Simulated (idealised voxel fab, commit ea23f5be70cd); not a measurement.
The process module presented herein is designated voxel self aligned contacts.
Section cut is 215 nm wide and gridded with 5 nm square cells.
A cross-section in this document is a grid of square cells, and it is written down as bands, the top band listed before the ones below it; a band is made up of one or more rows of cells.
Basically the band line says how high the top is and how high the bottom is, in nm, and then what's in it from left to right, every material with its width in nm. Empty space shows up as "air", and if a single material carries "throughout" it runs the full band edge to edge.
Below 0: as-received wafer, all one material; heights counted from there. Lowest band: no bottom, goes on down, written "0 -> down".
The expression "30..40" gives the width at the extremes of the band, the first number at its top row of cells and the second at its bottom row, with the width changing by equal amounts from each row to the next in between.
Step marked "remains unaltered"? Then no cell in the cross-section changed in it.
Cavities, closed: empty space of 8 cells or more with no open way to the top, each as width x height at its distance from the left edge, in nm
Post-settings text on a step line: simulator's own remark regarding the step.
For masked steps, "overlay nm" on the step line gives how far right of plan the mask actually lay; a minus sign means it lay to the left.

## plan
1 RECEIVE: material Si
2 CONFORMAL_DEP: material SiO2, thk nm 5
3 DIRECTIONAL_DEP: material polySi, thk nm 30
4 DIRECTIONAL_DEP: material SiN, thk nm 15
5 DIRECTIONAL_DEP: material aC, thk nm 15
6 PATTERN: tone cover, mask id GATE, material resist, width nm 35, pitch nm 60, thk nm 30, overlay nm 0
7 DIRECTIONAL_ETCH: etch materials aC, depth nm 15
8 STRIP: etch materials resist
9 DIRECTIONAL_ETCH: etch materials SiN, depth nm 15
10 DIRECTIONAL_ETCH: etch materials polySi, depth nm 30
11 STRIP: etch materials aC
12 CONFORMAL_DEP: material SiN, thk nm 5
13 DIRECTIONAL_ETCH: etch materials SiN, depth nm 5
14 FILL_DEP: material SiO2, thk nm 20
15 CMP: height nm 60
16 PATTERN: tone open, mask id CONTACT, material resist, width nm 45, thk nm 20, overlay nm 0
17 DIRECTIONAL_ETCH: etch materials SiO2, depth nm 60
18 STRIP: etch materials resist
19 CONFORMAL_DEP: material TiN, thk nm 5
20 FILL_DEP: material W, thk nm 5
21 CMP: height nm 60
22 CONFORMAL_DEP: material SiN, thk nm 5

## So, the first of our two wafers, run just as we planned it

## So this is the incoming wafer in cross-section - it's already been through step 1
	0 -> down = Si throughout
	Cavities, closed: none

## Wafer section view after processing step 2
	5 -> 0 = SiO2 throughout
	Note: structure below 0 unchanged.

## Wafer section view after processing step 3
	35 -> 5 = polySi throughout
	Note: structure below 5 unchanged.

## Wafer section view after processing step 4
	50 -> 35 = SiN throughout
	Note: structure below 35 unchanged.

## Wafer section view after processing step 5
	65 -> 50 = aC throughout
	Note: structure below 50 unchanged.

## Wafer section view after processing step 6
	95 -> 65 = air 60 nm / resist 35 nm / air 25 nm / resist 35 nm / air 60 nm
	Note: structure below 65 unchanged.

## Wafer section view after processing step 7
	80 -> 65 = air 60 nm / resist 35 nm / air 25 nm / resist 35 nm / air 60 nm
	65 -> 50 = air 60 nm / aC 35 nm / air 25 nm / aC 35 nm / air 60 nm
	Note: structure below 50 unchanged.

## Wafer section view after processing step 8
	65 -> 50 = air 60 nm / aC 35 nm / air 25 nm / aC 35 nm / air 60 nm
	Note: structure below 50 unchanged.

## Wafer section view after processing step 9
	65 -> 50 = air 60 nm / aC 35 nm / air 25 nm / aC 35 nm / air 60 nm
	50 -> 35 = air 60 nm / SiN 35 nm / air 25 nm / SiN 35 nm / air 60 nm
	Note: structure below 35 unchanged.

## Wafer section view after processing step 10
	65 -> 50 = air 60 nm / aC 35 nm / air 25 nm / aC 35 nm / air 60 nm
	50 -> 35 = air 60 nm / SiN 35 nm / air 25 nm / SiN 35 nm / air 60 nm
	35 -> 5 = air 60 nm / polySi 35 nm / air 25 nm / polySi 35 nm / air 60 nm
	Note: structure below 5 unchanged.

## Wafer section view after processing step 11
	50 -> 35 = air 60 nm / SiN 35 nm / air 25 nm / SiN 35 nm / air 60 nm
	Note: structure below 35 unchanged.

## Wafer section view after processing step 12
	55 -> 35 = air 55 nm / SiN 45 nm / air 15 nm / SiN 45 nm / air 55 nm
	35 -> 10 = air 55 nm / SiN 5 nm / polySi 35 nm / SiN 5 nm / air 15 nm / SiN 5 nm / polySi 35 nm / SiN 5 nm / air 55 nm
	10 -> 5 = SiN 60 nm / polySi 35 nm / SiN 25 nm / polySi 35 nm / SiN 60 nm
	Note: structure below 5 unchanged.

## Wafer section view after processing step 13
	50 -> 35 = air 55 nm / SiN 45 nm / air 15 nm / SiN 45 nm / air 55 nm
	35 -> 5 = air 55 nm / SiN 5 nm / polySi 35 nm / SiN 5 nm / air 15 nm / SiN 5 nm / polySi 35 nm / SiN 5 nm / air 55 nm
	Note: structure below 5 unchanged.

## Wafer section view after processing step 14
	70 -> 50 = SiO2 throughout
	50 -> 35 = SiO2 55 nm / SiN 45 nm / SiO2 15 nm / SiN 45 nm / SiO2 55 nm
	35 -> 5 = SiO2 55 nm / SiN 5 nm / polySi 35 nm / SiN 5 nm / SiO2 15 nm / SiN 5 nm / polySi 35 nm / SiN 5 nm / SiO2 55 nm
	Note: structure below 5 unchanged.

## Wafer section view after processing step 15
	60 -> 50 = SiO2 throughout
	Note: structure below 50 unchanged.

## Wafer section view after processing step 16
	80 -> 60 = resist 85 nm / air 45 nm / resist 85 nm
	Note: structure below 60 unchanged.

## Wafer section view after processing step 17
	80 -> 60 = resist 85 nm / air 45 nm / resist 85 nm
	60 -> 50 = SiO2 85 nm / air 45 nm / SiO2 85 nm
	50 -> 35 = SiO2 55 nm / SiN 45 nm / air 15 nm / SiN 45 nm / SiO2 55 nm
	35 -> 5 = SiO2 55 nm / SiN 5 nm / polySi 35 nm / SiN 5 nm / air 15 nm / SiN 5 nm / polySi 35 nm / SiN 5 nm / SiO2 55 nm
	5 -> 0 = SiO2 100 nm / air 15 nm / SiO2 100 nm
	Note: structure below 0 unchanged.

## Wafer section view after processing step 18
	60 -> 50 = SiO2 85 nm / air 45 nm / SiO2 85 nm
	Note: structure below 50 unchanged.

## Wafer section view after processing step 19
	65 -> 60 = TiN 90 nm / air 35 nm / TiN 90 nm
	60 -> 50 = SiO2 85 nm / TiN 5..20 nm / air 35..5 nm / TiN 5..20 nm / SiO2 85 nm
	50 -> 35 = SiO2 55 nm / SiN 45 nm / TiN 5 nm / air 5 nm / TiN 5 nm / SiN 45 nm / SiO2 55 nm
	35 -> 5 = SiO2 55 nm / SiN 5 nm / polySi 35 nm / SiN 5 nm / TiN 5 nm / air 5 nm / TiN 5 nm / SiN 5 nm / polySi 35 nm / SiN 5 nm / SiO2 55 nm
	5 -> 0 = SiO2 100 nm / TiN 15 nm / SiO2 100 nm
	Note: structure below 0 unchanged.

## Wafer section view after processing step 20
	70 -> 65 = W throughout
	65 -> 60 = TiN 90 nm / W 35 nm / TiN 90 nm
	60 -> 50 = SiO2 85 nm / TiN 5..20 nm / W 35..5 nm / TiN 5..20 nm / SiO2 85 nm
	50 -> 35 = SiO2 55 nm / SiN 45 nm / TiN 5 nm / W 5 nm / TiN 5 nm / SiN 45 nm / SiO2 55 nm
	35 -> 5 = SiO2 55 nm / SiN 5 nm / polySi 35 nm / SiN 5 nm / TiN 5 nm / W 5 nm / TiN 5 nm / SiN 5 nm / polySi 35 nm / SiN 5 nm / SiO2 55 nm
	Note: structure below 5 unchanged.

## Wafer section view after processing step 21
	60 -> 50 = SiO2 85 nm / TiN 5..20 nm / W 35..5 nm / TiN 5..20 nm / SiO2 85 nm
	Note: structure below 50 unchanged.

## Wafer section view after processing step 22
	65 -> 60 = SiN throughout
	Note: structure below 60 unchanged.

## Second wafer, same starting state and plan as the first, one mistake in the run, identical through step 15

## Cross-sectional view of the second wafer at the intended end time of process step 16
	80 -> 60 = resist 80 nm / air 55 nm / resist 80 nm
	Note: structure below 60 unchanged.

## Cross-sectional view of the second wafer at the intended end time of process step 17
	80 -> 60 = resist 80 nm / air 55 nm / resist 80 nm
	60 -> 50 = SiO2 80 nm / air 55 nm / SiO2 80 nm
	50 -> 35 = SiO2 55 nm / SiN 45 nm / air 15 nm / SiN 45 nm / SiO2 55 nm
	35 -> 5 = SiO2 55 nm / SiN 5 nm / polySi 35 nm / SiN 5 nm / air 15 nm / SiN 5 nm / polySi 35 nm / SiN 5 nm / SiO2 55 nm
	5 -> 0 = SiO2 100 nm / air 15 nm / SiO2 100 nm
	Note: structure below 0 unchanged.

## Cross-sectional view of the second wafer at the intended end time of process step 18
	60 -> 50 = SiO2 80 nm / air 55 nm / SiO2 80 nm
	Note: structure below 50 unchanged.

## Cross-sectional view of the second wafer at the intended end time of process step 19
	65 -> 60 = TiN 85 nm / air 45 nm / TiN 85 nm
	60 -> 50 = SiO2 80 nm / TiN 5..25 nm / air 45..5 nm / TiN 5..25 nm / SiO2 80 nm
	50 -> 35 = SiO2 55 nm / SiN 45 nm / TiN 5 nm / air 5 nm / TiN 5 nm / SiN 45 nm / SiO2 55 nm
	35 -> 5 = SiO2 55 nm / SiN 5 nm / polySi 35 nm / SiN 5 nm / TiN 5 nm / air 5 nm / TiN 5 nm / SiN 5 nm / polySi 35 nm / SiN 5 nm / SiO2 55 nm
	5 -> 0 = SiO2 100 nm / TiN 15 nm / SiO2 100 nm
	Note: structure below 0 unchanged.

## Cross-sectional view of the second wafer at the intended end time of process step 20
	70 -> 65 = W throughout
	65 -> 60 = TiN 85 nm / W 45 nm / TiN 85 nm
	60 -> 50 = SiO2 80 nm / TiN 5..25 nm / W 45..5 nm / TiN 5..25 nm / SiO2 80 nm
	50 -> 35 = SiO2 55 nm / SiN 45 nm / TiN 5 nm / W 5 nm / TiN 5 nm / SiN 45 nm / SiO2 55 nm
	35 -> 5 = SiO2 55 nm / SiN 5 nm / polySi 35 nm / SiN 5 nm / TiN 5 nm / W 5 nm / TiN 5 nm / SiN 5 nm / polySi 35 nm / SiN 5 nm / SiO2 55 nm
	Note: structure below 5 unchanged.

## Cross-sectional view of the second wafer at the intended end time of process step 21
	60 -> 50 = SiO2 80 nm / TiN 5..25 nm / W 45..5 nm / TiN 5..25 nm / SiO2 80 nm
	Note: structure below 50 unchanged.

## Cross-sectional view of the second wafer at the intended end time of process step 22
	65 -> 60 = SiN throughout
	Note: structure below 60 unchanged.
What was the processing mistake? contrary to plan, step 16 was performed as PATTERN: tone open, mask id CONTACT, material resist, width nm 55, thk nm 20, overlay nm 0
Wrapping up, a cell-based count of both wafers puts the second over or under the first for these materials: SiO2: 4 fewer | TiN: 2 more | W: 2 more
